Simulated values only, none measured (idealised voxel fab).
The following process module bears the name voxel plated lines.
This is section cut - it's 215 nm across, gridded in 5 nm square cells.
A cross-section in this document is a grid of square cells, and it is written down as bands, the top band listed before the ones below it; a band is made up of one or more rows of cells. Basically the band line says how high the top is and how high the bottom is, in nm, and then what's in it from left to right, every material with its width in nm. Empty space shows up as "blank", and if a single material carries "full width" it runs the full band edge to edge. Basically, 0 is our baseline, since under it the wafer straight out of the box is all one material. The bottom band has no lower end and keeps on going down, so it looks like "z 0 and below". A width such as "30 to 40" changes by the same amount from each row of cells to the next, from the band's top row to its bottom row. Any step labelled "remained the same" changed none of the cells in the cross-section. Look at "Sealed void listing" for the closed voids: empty spaces with no open path to the top, sized 8 cells or up. Each is width x height at distance, distance from the left edge, all nm. Anything after a step's settings on that line? It's the simulator's own note about the step. If you see "overlay nm" on a step's line and that step has a mask, it's telling you how far right of where it was planned the mask ended up; a negative number means it went left instead.

## Process steps (planned)
step 1: RECEIVE: material Si
step 2: CONFORMAL_DEP: material SiN, thk nm 10
step 3: DIRECTIONAL_DEP: material TiN, thk nm 5
step 4: PATTERN: tone open, mask id LINES, material resist, width nm 25, pitch nm 45, thk nm 40, overlay nm 0
step 5: EPI: material Ru, thk nm 10
step 6: EPI: material Ru, thk nm 10
step 7: EPI: material Ru, thk nm 10
step 8: STRIP: etch materials resist
step 9: DIRECTIONAL_ETCH: etch materials TiN, depth nm 5
step 10: CONFORMAL_DEP: material SiCN, thk nm 10

## Shown in cross-section is the wafer as received, that is, as it stands after step 1
* z 0 and below: Si full width
* Sealed void listing: none

## Sectioned view, first of two wafers, at the close of the module, processed as intended in the plan
* z 55 to 45: blank 40 nm, SiCN 135 nm, blank 40 nm
* z 45 to 20: blank 40 nm, SiCN 10 nm, Ru 25 nm, SiCN 20 nm, Ru 25 nm, SiCN 20 nm, Ru 25 nm, SiCN 10 nm, blank 40 nm
* z 20 to 15: SiCN 50 nm, Ru 25 nm, SiCN 20 nm, Ru 25 nm, SiCN 20 nm, Ru 25 nm, SiCN 50 nm
* z 15 to 10: SiCN 50 nm, TiN 25 nm, SiCN 20 nm, TiN 25 nm, SiCN 20 nm, TiN 25 nm, SiCN 50 nm
* z 10 to 0: SiN full width
* z 0 and below: Si full width
* Sealed void listing: none

## What the second wafer looks like in cross-section once the module is done. Its start and its plan matched the first wafer's exactly; what differed was one mistake in how it was run
* z 65 to 55: blank 40 nm, SiCN 135 nm, blank 40 nm
* z 55 to 20: blank 40 nm, SiCN 10 nm, Ru 25 nm, SiCN 20 nm, Ru 25 nm, SiCN 20 nm, Ru 25 nm, SiCN 10 nm, blank 40 nm
* z 20 to 15: SiCN 50 nm, Ru 25 nm, SiCN 20 nm, Ru 25 nm, SiCN 20 nm, Ru 25 nm, SiCN 50 nm
* z 15 to 10: SiCN 50 nm, TiN 25 nm, SiCN 20 nm, TiN 25 nm, SiCN 20 nm, TiN 25 nm, SiCN 50 nm
* z 10 to 0: SiN full width
* z 0 and below: Si full width
* Sealed void listing: none
Error vs. plan: an unidentifiable one of the identical steps 5, 6 and 7 was run twice
FYI, end of process, the second wafer has more or fewer cells of some materials than the first: Ru: 30 more, SiCN: 24 more
